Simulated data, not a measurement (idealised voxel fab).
process module | voxel wiring stack
cross-section cut | 300 nm wide | cells 5 nm
A cross-section is a grid of square cells, given in bands from the top down. A band is one or more rows of cells.
Each band's line starts with the height of the band's top and of its bottom, in nm. Then come its materials from left to right, each with its width in nm. One material with "throughout" fills the band from edge to edge. "air" is empty space.
Height 0 is the level under which the wafer as received is all one material. The lowest band goes on downwards, as in "0 down".
A width such as "30 to 40" changes by the same amount from each row of cells to the next, from the band's top row to its bottom row.
"no change" after a step means that no cell of the cross-section changed.
closed voids: empty space of 8 cells or more with no open way to the top, each as width x height at its distance from the left edge, in nm
after a step's settings: what the simulator itself notes on the step
overlay nm, on a step with a mask: how far to the right of its planned place the mask lay; to the left if negative
plan
1 op RECEIVE | material Si
2 op CONFORMAL_DEP | material SiO2 | thk nm 15
3 op DIRECTIONAL_DEP | material TiN | thk nm 5
4 op DIRECTIONAL_DEP | material W | thk nm 25
5 op DIRECTIONAL_DEP | material aC | thk nm 15
6 op PATTERN | tone cover | mask id METAL_1 | material resist | width nm 20 | pitch nm 35 | thk nm 30 | overlay nm 0
7 op DIRECTIONAL_ETCH | etch materials aC | depth nm 15
8 op STRIP | etch materials resist
9 op DIRECTIONAL_ETCH | etch materials W | depth nm 25
10 op DIRECTIONAL_ETCH | etch materials TiN | depth nm 5
11 op STRIP | etch materials aC
12 op FILL_DEP | material SiO2 | thk nm 10
13 op CMP | height nm 45
14 op CONFORMAL_DEP | material SiCN | thk nm 5
15 op DIRECTIONAL_DEP | material lowk | thk nm 20
16 op PATTERN | tone open | mask id PLUG_1 | material resist | width nm 15 | thk nm 20 | overlay nm -15
17 op DIRECTIONAL_ETCH | etch materials lowk | depth nm 20
18 op DIRECTIONAL_ETCH | etch materials SiCN | depth nm 5
19 op STRIP | etch materials resist
20 op EPI | material Ru | thk nm 10
21 op EPI | material Ru | thk nm 10
22 op EPI | material Ru | thk nm 5
23 op DIRECTIONAL_DEP | material TiN | thk nm 5
24 op DIRECTIONAL_DEP | material W | thk nm 25
25 op DIRECTIONAL_DEP | material aC | thk nm 15
26 op PATTERN | tone cover | mask id METAL_2 | material resist | width nm 20 | pitch nm 35 | thk nm 35 | overlay nm 0
27 op DIRECTIONAL_ETCH | etch materials aC | depth nm 15
28 op STRIP | etch materials resist
29 op DIRECTIONAL_ETCH | etch materials W | depth nm 25
30 op DIRECTIONAL_ETCH | etch materials TiN | depth nm 5
31 op STRIP | etch materials aC
32 op CONFORMAL_DEP | material SiN | thk nm 5
33 op FILL_DEP | material SiO2 | thk nm 5
34 op CMP | height nm 100
35 op CONFORMAL_DEP | material SiCN | thk nm 5
36 op DIRECTIONAL_DEP | material SiO2 | thk nm 20
37 op PATTERN | tone open | mask id PLUG_2 | material resist | width nm 15 | thk nm 20 | overlay nm 0
38 op DIRECTIONAL_ETCH | etch materials SiO2 | depth nm 20
39 op DIRECTIONAL_ETCH | etch materials SiCN | depth nm 5
40 op STRIP | etch materials resist
41 op EPI | material Ru | thk nm 10
42 op EPI | material Ru | thk nm 10
43 op EPI | material Ru | thk nm 5
44 op DIRECTIONAL_DEP | material TiN | thk nm 5
45 op DIRECTIONAL_DEP | material Ru | thk nm 15
46 op MASKED_ETCH | tone cover | mask id METAL_3 | width nm 20 | pitch nm 35 | etch materials Ru | depth nm 15 | overlay nm 0
47 op MASKED_ETCH | tone cover | mask id METAL_3 | width nm 20 | pitch nm 35 | etch materials TiN | depth nm 5 | overlay nm 0
48 op CONFORMAL_DEP | material SiCN | thk nm 5
49 op FILL_DEP | material SiO2 | thk nm 5
50 op CMP | height nm 145
51 op CONFORMAL_DEP | material SiCN | thk nm 5
varied across the wafers: overlay nm of step 16. The plan shows the first wafer's value. All wafers start alike
first wafer as received, after step 1
  0 down: Si throughout
  closed voids: none
first wafer at the end, after step 51
  150 to 145: SiCN throughout
  145 to 130: SiO2 115 | SiCN 5 | Ru 20 | SiCN 5 | SiO2 5 | SiCN 5 | Ru 20 | SiCN 5 | SiO2 120
  130 to 125: SiCN 120 | TiN 20 | SiCN 15 | TiN 20 | SiCN 125
  125 to 105: SiO2 120 | Ru 15 | SiO2 165
  105 to 100: SiCN 120 | Ru 15 | SiCN 165
  100 to 75: SiO2 115 | SiN 5 | W 20 | SiN 5 | SiO2 5 | SiN 5 | W 20 | SiN 5 | SiO2 120
  75 to 70: SiN 110 | SiO2 5 | SiN 5 | TiN 20 | SiN 15 | TiN 20 | SiN 125
  70 to 50: lowk 105 | SiN 5 | SiO2 5 | SiN 5 | lowk 180
  50 to 45: SiCN 105 | SiN 15 | SiCN 180
  45 to 20: SiO2 120 | W 20 | SiO2 15 | W 20 | SiO2 125
  20 to 15: SiO2 120 | TiN 20 | SiO2 15 | TiN 20 | SiO2 125
  15 to 0: SiO2 throughout
  0 down: Si throughout
  closed voids: none
last wafer at the end
  150 to 145: SiCN throughout
  145 to 130: SiO2 115 | SiCN 5 | Ru 20 | SiCN 5 | SiO2 5 | SiCN 5 | Ru 20 | SiCN 5 | SiO2 120
  130 to 125: SiCN 120 | TiN 20 | SiCN 15 | TiN 20 | SiCN 125
  125 to 105: SiO2 120 | Ru 15 | SiO2 165
  105 to 100: SiCN 120 | Ru 15 | SiCN 165
  100 to 75: SiO2 115 | SiN 5 | W 20 | SiN 5 | SiO2 5 | SiN 5 | W 20 | SiN 5 | SiO2 120
  75 to 70: SiN 120 | TiN 20 | SiN 15 | TiN 20 | SiN 125
  70 to 50: lowk 135 | Ru 15 | lowk 150
  50 to 45: SiCN 135 | Ru 15 | SiCN 150
  45 to 20: SiO2 120 | W 20 | SiO2 15 | W 20 | SiO2 125
  20 to 15: SiO2 120 | TiN 20 | SiO2 15 | TiN 20 | SiO2 125
  15 to 0: SiO2 throughout
  0 down: Si throughout
  closed voids: none
each wafer at the end: cells of each material gained (+) or lost (-) since it was received, then its closed voids
overlay nm -15 | +39 Ru | +238 SiCN | +82 SiN | +1109 SiO2 | +24 TiN | +80 W | +228 lowk | closed voids: none
overlay nm -10 | +54 Ru | +238 SiCN | +72 SiN | +1104 SiO2 | +24 TiN | +80 W | +228 lowk | closed voids: none
overlay nm -5 | +54 Ru | +238 SiCN | +72 SiN | +1104 SiO2 | +24 TiN | +80 W | +228 lowk | closed voids: none
overlay nm 0 | +54 Ru | +238 SiCN | +72 SiN | +1104 SiO2 | +24 TiN | +80 W | +228 lowk | closed voids: none
overlay nm 5 | +54 Ru | +238 SiCN | +72 SiN | +1104 SiO2 | +24 TiN | +80 W | +228 lowk | closed voids: none
overlay nm 10 | +54 Ru | +238 SiCN | +72 SiN | +1104 SiO2 | +24 TiN | +80 W | +228 lowk | closed voids: none
overlay nm 15 | +54 Ru | +238 SiCN | +72 SiN | +1104 SiO2 | +24 TiN | +80 W | +228 lowk | closed voids: none
